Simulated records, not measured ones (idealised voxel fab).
process module | voxel transistor to metal
cross-section cut | 290 nm wide | cells 5 nm
A cross-section is a grid of square cells, given in bands from the top down. A band is one or more rows of cells.
Each band's line starts with the height of the band's top and of its bottom, in nm. Then come its materials from left to right, each with its width in nm. One material with "throughout" fills the band from edge to edge. "air" is empty space.
Height 0 is the level under which the wafer as received is all one material. The lowest band goes on downwards, as in "0 down".
A width such as "30 to 40" changes by the same amount from each row of cells to the next, from the band's top row to its bottom row.
"no change" after a step means that no cell of the cross-section changed.
closed voids: empty space of 8 cells or more with no open way to the top, each as width x height at its distance from the left edge, in nm
after a step's settings: what the simulator itself notes on the step
overlay nm, on a step with a mask: how far to the right of its planned place the mask lay; to the left if negative
Each pair below shows a cross-section before one step and the cross-section after it, down to the lowest band that changed. The line under each pair gives the step between them, with its settings. The pairs can come from different runs of this module on the same starting wafer, so a pair continues from the pair above only where its "before" says so.
before
  30 to 10: SiO2 40 | SiN 15 | SiO2 5 | air 35 | SiO2 5 | SiN 15 | SiO2 60 | SiN 15 | SiO2 5 | air 35 | SiO2 5 | SiN 15 | SiO2 40
  10 to 5: SiN 35 | SiO2 5 | SiN 15 | SiO2 5 | air 35 | SiO2 5 | SiN 15 | SiO2 5 | SiN 50 | SiO2 5 | SiN 15 | SiO2 5 | air 35 | SiO2 5 | SiN 15 | SiO2 5 | SiN 35
  5 to 0: SiO2 20 | SiN 35 | SiO2 5 | air 35 | SiO2 5 | SiN 35 | SiO2 20 | SiN 35 | SiO2 5 | air 35 | SiO2 5 | SiN 35 | SiO2 20
  0 to -5: SiO2 throughout
  -5 to -30: SiO2 20 | Si 115 | SiO2 20 | Si 115 | SiO2 20
  -30 down: Si throughout
  closed voids: none
after
  30 to 25: air 40 | SiN 15 | air 45 | SiN 15 | air 60 | SiN 15 | air 45 | SiN 15 | air 40
  25 to 10: SiO2 40 | SiN 15 | air 45 | SiN 15 | SiO2 60 | SiN 15 | air 45 | SiN 15 | SiO2 40
  10 to 5: SiN 35 | SiO2 5 | SiN 15 | air 45 | SiN 15 | SiO2 5 | SiN 50 | SiO2 5 | SiN 15 | air 45 | SiN 15 | SiO2 5 | SiN 35
  5 to 0: SiO2 20 | SiN 35 | air 45 | SiN 35 | SiO2 20 | SiN 35 | air 45 | SiN 35 | SiO2 20
  0 to -5: SiO2 55 | air 45 | SiO2 90 | air 45 | SiO2 55
  below -5: unchanged
  closed voids: none
the step between: op SELECTIVE_ETCH | etch materials SiO2 | depth nm 5
before: the cross-section after the pair above
after
  35 to 30: air 35 | HfO2 25 | air 35 | HfO2 25 | air 50 | HfO2 25 | air 35 | HfO2 25 | air 35
  30 to 25: HfO2 40 | SiN 15 | HfO2 5 | air 35 | HfO2 5 | SiN 15 | HfO2 60 | SiN 15 | HfO2 5 | air 35 | HfO2 5 | SiN 15 | HfO2 40
  25 to 10: SiO2 40 | SiN 15 | HfO2 5 | air 35 | HfO2 5 | SiN 15 | SiO2 60 | SiN 15 | HfO2 5 | air 35 | HfO2 5 | SiN 15 | SiO2 40
  10 to 5: SiN 35 | SiO2 5 | SiN 15 | HfO2 5 | air 35 | HfO2 5 | SiN 15 | SiO2 5 | SiN 50 | SiO2 5 | SiN 15 | HfO2 5 | air 35 | HfO2 5 | SiN 15 | SiO2 5 | SiN 35
  5 to 0: SiO2 20 | SiN 35 | HfO2 5 | air 35 | HfO2 5 | SiN 35 | SiO2 20 | SiN 35 | HfO2 5 | air 35 | HfO2 5 | SiN 35 | SiO2 20
  0 to -5: SiO2 55 | HfO2 45 | SiO2 90 | HfO2 45 | SiO2 55
  below -5: unchanged
  closed voids: none
the step between: op CONFORMAL_DEP | material HfO2 | thk nm 5
before: the cross-section after the pair above
after
  40 to 35: air 30 | TiN 35 | air 25 | TiN 35 | air 40 | TiN 35 | air 25 | TiN 35 | air 30
  35 to 30: TiN 35 | HfO2 25 | TiN 5 | air 25 | TiN 5 | HfO2 25 | TiN 50 | HfO2 25 | TiN 5 | air 25 | TiN 5 | HfO2 25 | TiN 35
  30 to 25: HfO2 40 | SiN 15 | HfO2 5 | TiN 5 | air 25 | TiN 5 | HfO2 5 | SiN 15 | HfO2 60 | SiN 15 | HfO2 5 | TiN 5 | air 25 | TiN 5 | HfO2 5 | SiN 15 | HfO2 40
  25 to 10: SiO2 40 | SiN 15 | HfO2 5 | TiN 5 | air 25 | TiN 5 | HfO2 5 | SiN 15 | SiO2 60 | SiN 15 | HfO2 5 | TiN 5 | air 25 | TiN 5 | HfO2 5 | SiN 15 | SiO2 40
  10 to 5: SiN 35 | SiO2 5 | SiN 15 | HfO2 5 | TiN 5 | air 25 | TiN 5 | HfO2 5 | SiN 15 | SiO2 5 | SiN 50 | SiO2 5 | SiN 15 | HfO2 5 | TiN 5 | air 25 | TiN 5 | HfO2 5 | SiN 15 | SiO2 5 | SiN 35
  5 to 0: SiO2 20 | SiN 35 | HfO2 5 | TiN 35 | HfO2 5 | SiN 35 | SiO2 20 | SiN 35 | HfO2 5 | TiN 35 | HfO2 5 | SiN 35 | SiO2 20
  below 0: unchanged
  closed voids: none
the step between: op CONFORMAL_DEP | material TiN | thk nm 5
before: the cross-section after the pair above
after
  50 to 40: W throughout
  40 to 35: W 30 | TiN 35 | W 25 | TiN 35 | W 40 | TiN 35 | W 25 | TiN 35 | W 30
  35 to 30: TiN 35 | HfO2 25 | TiN 5 | W 25 | TiN 5 | HfO2 25 | TiN 50 | HfO2 25 | TiN 5 | W 25 | TiN 5 | HfO2 25 | TiN 35
  30 to 25: HfO2 40 | SiN 15 | HfO2 5 | TiN 5 | W 25 | TiN 5 | HfO2 5 | SiN 15 | HfO2 60 | SiN 15 | HfO2 5 | TiN 5 | W 25 | TiN 5 | HfO2 5 | SiN 15 | HfO2 40
  25 to 10: SiO2 40 | SiN 15 | HfO2 5 | TiN 5 | W 25 | TiN 5 | HfO2 5 | SiN 15 | SiO2 60 | SiN 15 | HfO2 5 | TiN 5 | W 25 | TiN 5 | HfO2 5 | SiN 15 | SiO2 40
  10 to 5: SiN 35 | SiO2 5 | SiN 15 | HfO2 5 | TiN 5 | W 25 | TiN 5 | HfO2 5 | SiN 15 | SiO2 5 | SiN 50 | SiO2 5 | SiN 15 | HfO2 5 | TiN 5 | W 25 | TiN 5 | HfO2 5 | SiN 15 | SiO2 5 | SiN 35
  below 5: unchanged
  closed voids: none
the step between: op FILL_DEP | material W | thk nm 10
before: the cross-section after the pair above
after
  25 to 10: SiO2 40 | SiN 15 | HfO2 5 | TiN 5 | W 25 | TiN 5 | HfO2 5 | SiN 15 | SiO2 60 | SiN 15 | HfO2 5 | TiN 5 | W 25 | TiN 5 | HfO2 5 | SiN 15 | SiO2 40
  below 10: unchanged
  closed voids: none
the step between: op CMP | height nm 25
before: the cross-section after the pair above
after
  40 to 25: SiO2 throughout
  below 25: unchanged
  closed voids: none
the step between: op DIRECTIONAL_DEP | material SiO2 | thk nm 15
before: the cross-section after the pair above
after
  55 to 40: resist 25 | air 15 | resist 75 | air 15 | resist 30 | air 15 | resist 75 | air 15 | resist 25
  below 40: unchanged
  closed voids: none
the step between: op PATTERN | tone open | mask id CONTACT | material resist | width nm 15 | thk nm 15 | overlay nm 0
before: the cross-section after the pair above
after
  55 to 40: resist 25 | air 15 | resist 75 | air 15 | resist 30 | air 15 | resist 75 | air 15 | resist 25
  40 to 25: SiO2 25 | air 15 | SiO2 75 | air 15 | SiO2 30 | air 15 | SiO2 75 | air 15 | SiO2 25
  25 to 10: SiO2 25 | air 15 | SiN 15 | HfO2 5 | TiN 5 | W 25 | TiN 5 | HfO2 5 | SiN 15 | air 15 | SiO2 30 | air 15 | SiN 15 | HfO2 5 | TiN 5 | W 25 | TiN 5 | HfO2 5 | SiN 15 | air 15 | SiO2 25
  10 to 5: SiN 35 | air 5 | SiN 15 | HfO2 5 | TiN 5 | W 25 | TiN 5 | HfO2 5 | SiN 15 | air 5 | SiN 50 | air 5 | SiN 15 | HfO2 5 | TiN 5 | W 25 | TiN 5 | HfO2 5 | SiN 15 | air 5 | SiN 35
  below 5: unchanged
  closed voids: none
the step between: op DIRECTIONAL_ETCH | etch materials SiO2 | depth nm 40
before: the cross-section after the pair above
after
  40 to 25: SiO2 25 | air 15 | SiO2 75 | air 15 | SiO2 30 | air 15 | SiO2 75 | air 15 | SiO2 25
  below 25: unchanged
  closed voids: none
the step between: op STRIP | etch materials resist
before: the cross-section after the pair above
after
  45 to 40: TiN 30 | air 5 | TiN 85 | air 5 | TiN 40 | air 5 | TiN 85 | air 5 | TiN 30
  40 to 25: SiO2 25 | TiN 5 | air 5 | TiN 5 | SiO2 75 | TiN 5 | air 5 | TiN 5 | SiO2 30 | TiN 5 | air 5 | TiN 5 | SiO2 75 | TiN 5 | air 5 | TiN 5 | SiO2 25
  25 to 15: SiO2 25 | TiN 5 | air 5 | TiN 5 | SiN 15 | HfO2 5 | TiN 5 | W 25 | TiN 5 | HfO2 5 | SiN 15 | TiN 5 | air 5 | TiN 5 | SiO2 30 | TiN 5 | air 5 | TiN 5 | SiN 15 | HfO2 5 | TiN 5 | W 25 | TiN 5 | HfO2 5 | SiN 15 | TiN 5 | air 5 | TiN 5 | SiO2 25
  15 to 10: SiO2 25 | TiN 15 | SiN 15 | HfO2 5 | TiN 5 | W 25 | TiN 5 | HfO2 5 | SiN 15 | TiN 15 | SiO2 30 | TiN 15 | SiN 15 | HfO2 5 | TiN 5 | W 25 | TiN 5 | HfO2 5 | SiN 15 | TiN 15 | SiO2 25
  10 to 5: SiN 35 | TiN 5 | SiN 15 | HfO2 5 | TiN 5 | W 25 | TiN 5 | HfO2 5 | SiN 15 | TiN 5 | SiN 50 | TiN 5 | SiN 15 | HfO2 5 | TiN 5 | W 25 | TiN 5 | HfO2 5 | SiN 15 | TiN 5 | SiN 35
  below 5: unchanged
  closed voids: none
the step between: op CONFORMAL_DEP | material TiN | thk nm 5
before: the cross-section after the pair above
after
  50 to 45: Ru throughout
  45 to 40: TiN 30 | Ru 5 | TiN 85 | Ru 5 | TiN 40 | Ru 5 | TiN 85 | Ru 5 | TiN 30
  40 to 25: SiO2 25 | TiN 5 | Ru 5 | TiN 5 | SiO2 75 | TiN 5 | Ru 5 | TiN 5 | SiO2 30 | TiN 5 | Ru 5 | TiN 5 | SiO2 75 | TiN 5 | Ru 5 | TiN 5 | SiO2 25
  25 to 15: SiO2 25 | TiN 5 | Ru 5 | TiN 5 | SiN 15 | HfO2 5 | TiN 5 | W 25 | TiN 5 | HfO2 5 | SiN 15 | TiN 5 | Ru 5 | TiN 5 | SiO2 30 | TiN 5 | Ru 5 | TiN 5 | SiN 15 | HfO2 5 | TiN 5 | W 25 | TiN 5 | HfO2 5 | SiN 15 | TiN 5 | Ru 5 | TiN 5 | SiO2 25
  below 15: unchanged
  closed voids: none
the step between: op FILL_DEP | material Ru | thk nm 5
before: the cross-section after the pair above
after
  40 to 25: SiO2 25 | TiN 5 | Ru 5 | TiN 5 | SiO2 75 | TiN 5 | Ru 5 | TiN 5 | SiO2 30 | TiN 5 | Ru 5 | TiN 5 | SiO2 75 | TiN 5 | Ru 5 | TiN 5 | SiO2 25
  below 25: unchanged
  closed voids: none
the step between: op CMP | height nm 40
before: the cross-section after the pair above
after
  45 to 40: TiN throughout
  below 40: unchanged
  closed voids: none
the step between: op DIRECTIONAL_DEP | material TiN | thk nm 5
before: the cross-section after the pair above
after
  60 to 45: Ru throughout
  below 45: unchanged
  closed voids: none
the step between: op DIRECTIONAL_DEP | material Ru | thk nm 15
before: the cross-section after the pair above
after
  60 to 45: air 25 | Ru 15 | air 75 | Ru 15 | air 30 | Ru 15 | air 75 | Ru 15 | air 25
  below 45: unchanged
  closed voids: none
the step between: op MASKED_ETCH | tone cover | mask id METAL_1 | width nm 15 | etch materials Ru | depth nm 15 | overlay nm 0
before: the cross-section after the pair above
after
  60 to 45: air 25 | Ru 15 | air 75 | Ru 15 | air 30 | Ru 15 | air 75 | Ru 15 | air 25
  45 to 40: air 25 | TiN 15 | air 75 | TiN 15 | air 30 | TiN 15 | air 75 | TiN 15 | air 25
  below 40: unchanged
  closed voids: none
the step between: op MASKED_ETCH | tone cover | mask id METAL_1 | width nm 15 | etch materials TiN | depth nm 5 | overlay nm 0
before: the cross-section after the pair above
after
  70 to 60: lowk throughout
  60 to 45: lowk 25 | Ru 15 | lowk 75 | Ru 15 | lowk 30 | Ru 15 | lowk 75 | Ru 15 | lowk 25
  45 to 40: lowk 25 | TiN 15 | lowk 75 | TiN 15 | lowk 30 | TiN 15 | lowk 75 | TiN 15 | lowk 25
  below 40: unchanged
  closed voids: none
the step between: op FILL_DEP | material lowk | thk nm 10
before: the cross-section after the pair above
after
  60 to 45: lowk 25 | Ru 15 | lowk 75 | Ru 15 | lowk 30 | Ru 15 | lowk 75 | Ru 15 | lowk 25
  below 45: unchanged
  closed voids: none
the step between: op CMP | height nm 60
before: the cross-section after the pair above
after
  65 to 60: SiN throughout
  below 60: unchanged
  closed voids: none
the step between: op CONFORMAL_DEP | material SiN | thk nm 5
before
  45 to 40: SiCN 15 | air 125 | SiCN 10 | air 125 | SiCN 15
  40 to 35: SiCN throughout
  35 to 30: polySi 15 | SiCN 125 | polySi 10 | SiCN 125 | polySi 15
  30 to 5: polySi throughout
  5 to 0: SiO2 15 | polySi 125 | SiO2 10 | polySi 125 | SiO2 15
  0 to -5: SiO2 throughout
  -5 to -30: SiO2 20 | Si 115 | SiO2 20 | Si 115 | SiO2 20
  -30 down: Si throughout
  closed voids: none
after
  65 to 45: air 55 | resist 45 | air 90 | resist 45 | air 55
  45 to 40: SiCN 15 | air 40 | resist 45 | air 40 | SiCN 10 | air 40 | resist 45 | air 40 | SiCN 15
  below 40: unchanged
  closed voids: none
the step between: op PATTERN | tone cover | mask id GATE | material resist | width nm 45 | pitch nm 135 | thk nm 20 | overlay nm 0
before: the cross-section after the pair above
after
  65 to 40: air 55 | resist 45 | air 90 | resist 45 | air 55
  40 to 35: air 55 | SiCN 45 | air 90 | SiCN 45 | air 55
  35 to 30: polySi 15 | air 40 | SiCN 45 | air 40 | polySi 10 | air 40 | SiCN 45 | air 40 | polySi 15
  below 30: unchanged
  closed voids: none
the step between: op DIRECTIONAL_ETCH | etch materials SiCN | depth nm 20
before: the cross-section after the pair above
after
  65 to 40: air 55 | resist 45 | air 90 | resist 45 | air 55
  40 to 30: air 55 | SiCN 45 | air 90 | SiCN 45 | air 55
  30 to 5: air 55 | polySi 45 | air 90 | polySi 45 | air 55
  5 to 0: SiO2 15 | air 40 | polySi 45 | air 40 | SiO2 10 | air 40 | polySi 45 | air 40 | SiO2 15
  below 0: unchanged
  closed voids: none
the step between: op DIRECTIONAL_ETCH | etch materials polySi | depth nm 40
before: the cross-section after the pair above
after
  40 to 30: air 55 | SiCN 45 | air 90 | SiCN 45 | air 55
  below 30: unchanged
  closed voids: none
the step between: op STRIP | etch materials resist
before: the cross-section after the pair above
after
  45 to 40: air 50 | SiO2 55 | air 80 | SiO2 55 | air 50
  40 to 30: air 50 | SiO2 5 | SiCN 45 | SiO2 5 | air 80 | SiO2 5 | SiCN 45 | SiO2 5 | air 50
  30 to 10: air 50 | SiO2 5 | polySi 45 | SiO2 5 | air 80 | SiO2 5 | polySi 45 | SiO2 5 | air 50
  10 to 5: SiO2 20 | air 30 | SiO2 5 | polySi 45 | SiO2 5 | air 30 | SiO2 20 | air 30 | SiO2 5 | polySi 45 | SiO2 5 | air 30 | SiO2 20
  5 to 0: SiO2 55 | polySi 45 | SiO2 90 | polySi 45 | SiO2 55
  below 0: unchanged
  closed voids: none
the step between: op CONFORMAL_DEP | material SiO2 | thk nm 5
before: the cross-section after the pair above
after
  40 to 30: air 50 | SiO2 5 | SiCN 45 | SiO2 5 | air 80 | SiO2 5 | SiCN 45 | SiO2 5 | air 50
  30 to 5: air 50 | SiO2 5 | polySi 45 | SiO2 5 | air 80 | SiO2 5 | polySi 45 | SiO2 5 | air 50
  5 to 0: SiO2 20 | air 30 | SiO2 5 | polySi 45 | SiO2 5 | air 30 | SiO2 20 | air 30 | SiO2 5 | polySi 45 | SiO2 5 | air 30 | SiO2 20
  below 0: unchanged
  closed voids: none
the step between: op DIRECTIONAL_ETCH | etch materials SiO2 | depth nm 5
before: the cross-section after the pair above
after
  50 to 40: air 40 | SiN 75 | air 60 | SiN 75 | air 40
  40 to 30: air 40 | SiN 10 | SiO2 5 | SiCN 45 | SiO2 5 | SiN 10 | air 60 | SiN 10 | SiO2 5 | SiCN 45 | SiO2 5 | SiN 10 | air 40
  30 to 15: air 40 | SiN 10 | SiO2 5 | polySi 45 | SiO2 5 | SiN 10 | air 60 | SiN 10 | SiO2 5 | polySi 45 | SiO2 5 | SiN 10 | air 40
  15 to 10: SiN 30 | air 10 | SiN 10 | SiO2 5 | polySi 45 | SiO2 5 | SiN 10 | air 10 | SiN 40 | air 10 | SiN 10 | SiO2 5 | polySi 45 | SiO2 5 | SiN 10 | air 10 | SiN 30
  10 to 5: SiN 50 | SiO2 5 | polySi 45 | SiO2 5 | SiN 80 | SiO2 5 | polySi 45 | SiO2 5 | SiN 50
  5 to 0: SiO2 20 | SiN 30 | SiO2 5 | polySi 45 | SiO2 5 | SiN 30 | SiO2 20 | SiN 30 | SiO2 5 | polySi 45 | SiO2 5 | SiN 30 | SiO2 20
  below 0: unchanged
  closed voids: none
the step between: op CONFORMAL_DEP | material SiN | thk nm 10
before: the cross-section after the pair above
after
  40 to 30: air 40 | SiN 10 | SiO2 5 | SiCN 45 | SiO2 5 | SiN 10 | air 60 | SiN 10 | SiO2 5 | SiCN 45 | SiO2 5 | SiN 10 | air 40
  30 to 5: air 40 | SiN 10 | SiO2 5 | polySi 45 | SiO2 5 | SiN 10 | air 60 | SiN 10 | SiO2 5 | polySi 45 | SiO2 5 | SiN 10 | air 40
  5 to 0: SiO2 20 | SiN 10 | air 10 | SiN 10 | SiO2 5 | polySi 45 | SiO2 5 | SiN 10 | air 10 | SiN 10 | SiO2 20 | SiN 10 | air 10 | SiN 10 | SiO2 5 | polySi 45 | SiO2 5 | SiN 10 | air 10 | SiN 10 | SiO2 20
  below 0: unchanged
  closed voids: none
the step between: op DIRECTIONAL_ETCH | etch materials SiN | depth nm 10
before: the cross-section after the pair above
after
  40 to 35: air 40 | SiN 10 | air 5 | SiCN 45 | air 5 | SiN 10 | air 60 | SiN 10 | air 5 | SiCN 45 | air 5 | SiN 10 | air 40
  35 to 30: air 40 | SiN 10 | SiO2 5 | SiCN 45 | SiO2 5 | SiN 10 | air 60 | SiN 10 | SiO2 5 | SiCN 45 | SiO2 5 | SiN 10 | air 40
  30 to 5: air 40 | SiN 10 | SiO2 5 | polySi 45 | SiO2 5 | SiN 10 | air 60 | SiN 10 | SiO2 5 | polySi 45 | SiO2 5 | SiN 10 | air 40
  5 to 0: air 20 | SiN 10 | air 10 | SiN 10 | SiO2 5 | polySi 45 | SiO2 5 | SiN 10 | air 10 | SiN 10 | air 20 | SiN 10 | air 10 | SiN 10 | SiO2 5 | polySi 45 | SiO2 5 | SiN 10 | air 10 | SiN 10 | air 20
  0 to -5: SiO2 30 | air 10 | SiO2 75 | air 10 | SiO2 40 | air 10 | SiO2 75 | air 10 | SiO2 30
  below -5: unchanged
  closed voids: none
the step between: op DIRECTIONAL_ETCH | etch materials SiO2 | depth nm 5
before: the cross-section after the pair above
after
  40 to 35: air 40 | SiN 10 | air 5 | SiCN 45 | air 5 | SiN 10 | air 60 | SiN 10 | air 5 | SiCN 45 | air 5 | SiN 10 | air 40
  35 to 30: air 40 | SiN 10 | SiO2 5 | SiCN 45 | SiO2 5 | SiN 10 | air 60 | SiN 10 | SiO2 5 | SiCN 45 | SiO2 5 | SiN 10 | air 40
  30 to 5: air 40 | SiN 10 | SiO2 5 | polySi 45 | SiO2 5 | SiN 10 | air 60 | SiN 10 | SiO2 5 | polySi 45 | SiO2 5 | SiN 10 | air 40
  5 to 0: air 20 | SiN 10 | air 10 | SiN 10 | SiO2 5 | polySi 45 | SiO2 5 | SiN 10 | air 10 | SiN 10 | air 20 | SiN 10 | air 10 | SiN 10 | SiO2 5 | polySi 45 | SiO2 5 | SiN 10 | air 10 | SiN 10 | air 20
  0 to -5: SiO2 30 | SiGe 10 | SiO2 75 | SiGe 10 | SiO2 40 | SiGe 10 | SiO2 75 | SiGe 10 | SiO2 30
  below -5: unchanged
  closed voids: none
the step between: op EPI | material SiGe | thk nm 5
before: the cross-section after the pair above
after
  50 to 40: SiO2 throughout
  40 to 30: SiO2 40 | SiN 10 | SiO2 5 | SiCN 45 | SiO2 5 | SiN 10 | SiO2 60 | SiN 10 | SiO2 5 | SiCN 45 | SiO2 5 | SiN 10 | SiO2 40
  30 to 5: SiO2 40 | SiN 10 | SiO2 5 | polySi 45 | SiO2 5 | SiN 10 | SiO2 60 | SiN 10 | SiO2 5 | polySi 45 | SiO2 5 | SiN 10 | SiO2 40
  5 to 0: SiO2 20 | SiN 10 | SiO2 10 | SiN 10 | SiO2 5 | polySi 45 | SiO2 5 | SiN 10 | SiO2 10 | SiN 10 | SiO2 20 | SiN 10 | SiO2 10 | SiN 10 | SiO2 5 | polySi 45 | SiO2 5 | SiN 10 | SiO2 10 | SiN 10 | SiO2 20
  below 0: unchanged
  closed voids: none
the step between: op FILL_DEP | material SiO2 | thk nm 10
before: the cross-section after the pair above
after
  30 to 5: SiO2 40 | SiN 10 | SiO2 5 | polySi 45 | SiO2 5 | SiN 10 | SiO2 60 | SiN 10 | SiO2 5 | polySi 45 | SiO2 5 | SiN 10 | SiO2 40
  below 5: unchanged
  closed voids: none
the step between: op CMP | height nm 30
before: the cross-section after the pair above
after
  30 to 5: SiO2 40 | SiN 10 | SiO2 5 | air 45 | SiO2 5 | SiN 10 | SiO2 60 | SiN 10 | SiO2 5 | air 45 | SiO2 5 | SiN 10 | SiO2 40
  5 to 0: SiO2 20 | SiN 10 | SiO2 10 | SiN 10 | SiO2 5 | air 45 | SiO2 5 | SiN 10 | SiO2 10 | SiN 10 | SiO2 20 | SiN 10 | SiO2 10 | SiN 10 | SiO2 5 | air 45 | SiO2 5 | SiN 10 | SiO2 10 | SiN 10 | SiO2 20
  below 0: unchanged
  closed voids: none
the step between: op STRIP | etch materials polySi
before: the cross-section after the pair above
after
  30 to 25: air 40 | SiN 10 | air 55 | SiN 10 | air 60 | SiN 10 | air 55 | SiN 10 | air 40
  25 to 5: SiO2 40 | SiN 10 | air 55 | SiN 10 | SiO2 60 | SiN 10 | air 55 | SiN 10 | SiO2 40
  5 to 0: SiO2 20 | SiN 10 | SiO2 10 | SiN 10 | air 55 | SiN 10 | SiO2 10 | SiN 10 | SiO2 20 | SiN 10 | SiO2 10 | SiN 10 | air 55 | SiN 10 | SiO2 10 | SiN 10 | SiO2 20
  0 to -5: SiO2 30 | SiGe 10 | SiO2 10 | air 55 | SiO2 10 | SiGe 10 | SiO2 40 | SiGe 10 | SiO2 10 | air 55 | SiO2 10 | SiGe 10 | SiO2 30
  below -5: unchanged
  closed voids: none
the step between: op SELECTIVE_ETCH | etch materials SiO2 | depth nm 5
before: the cross-section after the pair above
after
  35 to 30: air 35 | HfO2 20 | air 45 | HfO2 20 | air 50 | HfO2 20 | air 45 | HfO2 20 | air 35
  30 to 25: HfO2 40 | SiN 10 | HfO2 5 | air 45 | HfO2 5 | SiN 10 | HfO2 60 | SiN 10 | HfO2 5 | air 45 | HfO2 5 | SiN 10 | HfO2 40
  25 to 5: SiO2 40 | SiN 10 | HfO2 5 | air 45 | HfO2 5 | SiN 10 | SiO2 60 | SiN 10 | HfO2 5 | air 45 | HfO2 5 | SiN 10 | SiO2 40
  5 to 0: SiO2 20 | SiN 10 | SiO2 10 | SiN 10 | HfO2 5 | air 45 | HfO2 5 | SiN 10 | SiO2 10 | SiN 10 | SiO2 20 | SiN 10 | SiO2 10 | SiN 10 | HfO2 5 | air 45 | HfO2 5 | SiN 10 | SiO2 10 | SiN 10 | SiO2 20
  0 to -5: SiO2 30 | SiGe 10 | SiO2 10 | HfO2 55 | SiO2 10 | SiGe 10 | SiO2 40 | SiGe 10 | SiO2 10 | HfO2 55 | SiO2 10 | SiGe 10 | SiO2 30
  below -5: unchanged
  closed voids: none
the step between: op CONFORMAL_DEP | material HfO2 | thk nm 5
before: the cross-section after the pair above
after
  40 to 35: air 30 | TiN 30 | air 35 | TiN 30 | air 40 | TiN 30 | air 35 | TiN 30 | air 30
  35 to 30: TiN 35 | HfO2 20 | TiN 5 | air 35 | TiN 5 | HfO2 20 | TiN 50 | HfO2 20 | TiN 5 | air 35 | TiN 5 | HfO2 20 | TiN 35
  30 to 25: HfO2 40 | SiN 10 | HfO2 5 | TiN 5 | air 35 | TiN 5 | HfO2 5 | SiN 10 | HfO2 60 | SiN 10 | HfO2 5 | TiN 5 | air 35 | TiN 5 | HfO2 5 | SiN 10 | HfO2 40
  25 to 5: SiO2 40 | SiN 10 | HfO2 5 | TiN 5 | air 35 | TiN 5 | HfO2 5 | SiN 10 | SiO2 60 | SiN 10 | HfO2 5 | TiN 5 | air 35 | TiN 5 | HfO2 5 | SiN 10 | SiO2 40
  5 to 0: SiO2 20 | SiN 10 | SiO2 10 | SiN 10 | HfO2 5 | TiN 45 | HfO2 5 | SiN 10 | SiO2 10 | SiN 10 | SiO2 20 | SiN 10 | SiO2 10 | SiN 10 | HfO2 5 | TiN 45 | HfO2 5 | SiN 10 | SiO2 10 | SiN 10 | SiO2 20
  below 0: unchanged
  closed voids: none
the step between: op CONFORMAL_DEP | material TiN | thk nm 5
before: the cross-section after the pair above
after
  50 to 40: W throughout
  40 to 35: W 30 | TiN 30 | W 35 | TiN 30 | W 40 | TiN 30 | W 35 | TiN 30 | W 30
  35 to 30: TiN 35 | HfO2 20 | TiN 5 | W 35 | TiN 5 | HfO2 20 | TiN 50 | HfO2 20 | TiN 5 | W 35 | TiN 5 | HfO2 20 | TiN 35
  30 to 25: HfO2 40 | SiN 10 | HfO2 5 | TiN 5 | W 35 | TiN 5 | HfO2 5 | SiN 10 | HfO2 60 | SiN 10 | HfO2 5 | TiN 5 | W 35 | TiN 5 | HfO2 5 | SiN 10 | HfO2 40
  25 to 5: SiO2 40 | SiN 10 | HfO2 5 | TiN 5 | W 35 | TiN 5 | HfO2 5 | SiN 10 | SiO2 60 | SiN 10 | HfO2 5 | TiN 5 | W 35 | TiN 5 | HfO2 5 | SiN 10 | SiO2 40
  below 5: unchanged
  closed voids: none
the step between: op FILL_DEP | material W | thk nm 10
before: the cross-section after the pair above
after
  25 to 5: SiO2 40 | SiN 10 | HfO2 5 | TiN 5 | W 35 | TiN 5 | HfO2 5 | SiN 10 | SiO2 60 | SiN 10 | HfO2 5 | TiN 5 | W 35 | TiN 5 | HfO2 5 | SiN 10 | SiO2 40
  below 5: unchanged
  closed voids: none
the step between: op CMP | height nm 25
before: the cross-section after the pair above
after
  40 to 25: SiO2 throughout
  below 25: unchanged
  closed voids: none
the step between: op DIRECTIONAL_DEP | material SiO2 | thk nm 15
before: the cross-section after the pair above
after
  55 to 40: resist 25 | air 15 | resist 75 | air 15 | resist 30 | air 15 | resist 75 | air 15 | resist 25
  below 40: unchanged
  closed voids: none
the step between: op PATTERN | tone open | mask id CONTACT | material resist | width nm 15 | thk nm 15 | overlay nm 0
before: the cross-section after the pair above
after
  55 to 40: resist 25 | air 15 | resist 75 | air 15 | resist 30 | air 15 | resist 75 | air 15 | resist 25
  40 to 25: SiO2 25 | air 15 | SiO2 75 | air 15 | SiO2 30 | air 15 | SiO2 75 | air 15 | SiO2 25
  25 to 5: SiO2 25 | air 15 | SiN 10 | HfO2 5 | TiN 5 | W 35 | TiN 5 | HfO2 5 | SiN 10 | air 15 | SiO2 30 | air 15 | SiN 10 | HfO2 5 | TiN 5 | W 35 | TiN 5 | HfO2 5 | SiN 10 | air 15 | SiO2 25
  5 to 0: SiO2 20 | SiN 10 | air 10 | SiN 10 | HfO2 5 | TiN 45 | HfO2 5 | SiN 10 | air 10 | SiN 10 | SiO2 20 | SiN 10 | air 10 | SiN 10 | HfO2 5 | TiN 45 | HfO2 5 | SiN 10 | air 10 | SiN 10 | SiO2 20
  below 0: unchanged
  closed voids: none
the step between: op DIRECTIONAL_ETCH | etch materials SiO2 | depth nm 40
before: the cross-section after the pair above
after
  40 to 25: SiO2 25 | air 15 | SiO2 75 | air 15 | SiO2 30 | air 15 | SiO2 75 | air 15 | SiO2 25
  below 25: unchanged
  closed voids: none
the step between: op STRIP | etch materials resist
before: the cross-section after the pair above
after
  45 to 40: TiN 30 | air 5 | TiN 85 | air 5 | TiN 40 | air 5 | TiN 85 | air 5 | TiN 30
  40 to 25: SiO2 25 | TiN 5 | air 5 | TiN 5 | SiO2 75 | TiN 5 | air 5 | TiN 5 | SiO2 30 | TiN 5 | air 5 | TiN 5 | SiO2 75 | TiN 5 | air 5 | TiN 5 | SiO2 25
  25 to 10: SiO2 25 | TiN 5 | air 5 | TiN 5 | SiN 10 | HfO2 5 | TiN 5 | W 35 | TiN 5 | HfO2 5 | SiN 10 | TiN 5 | air 5 | TiN 5 | SiO2 30 | TiN 5 | air 5 | TiN 5 | SiN 10 | HfO2 5 | TiN 5 | W 35 | TiN 5 | HfO2 5 | SiN 10 | TiN 5 | air 5 | TiN 5 | SiO2 25
  10 to 5: SiO2 25 | TiN 15 | SiN 10 | HfO2 5 | TiN 5 | W 35 | TiN 5 | HfO2 5 | SiN 10 | TiN 15 | SiO2 30 | TiN 15 | SiN 10 | HfO2 5 | TiN 5 | W 35 | TiN 5 | HfO2 5 | SiN 10 | TiN 15 | SiO2 25
  5 to 0: SiO2 20 | SiN 10 | TiN 10 | SiN 10 | HfO2 5 | TiN 45 | HfO2 5 | SiN 10 | TiN 10 | SiN 10 | SiO2 20 | SiN 10 | TiN 10 | SiN 10 | HfO2 5 | TiN 45 | HfO2 5 | SiN 10 | TiN 10 | SiN 10 | SiO2 20
  below 0: unchanged
  closed voids: none
the step between: op CONFORMAL_DEP | material TiN | thk nm 5
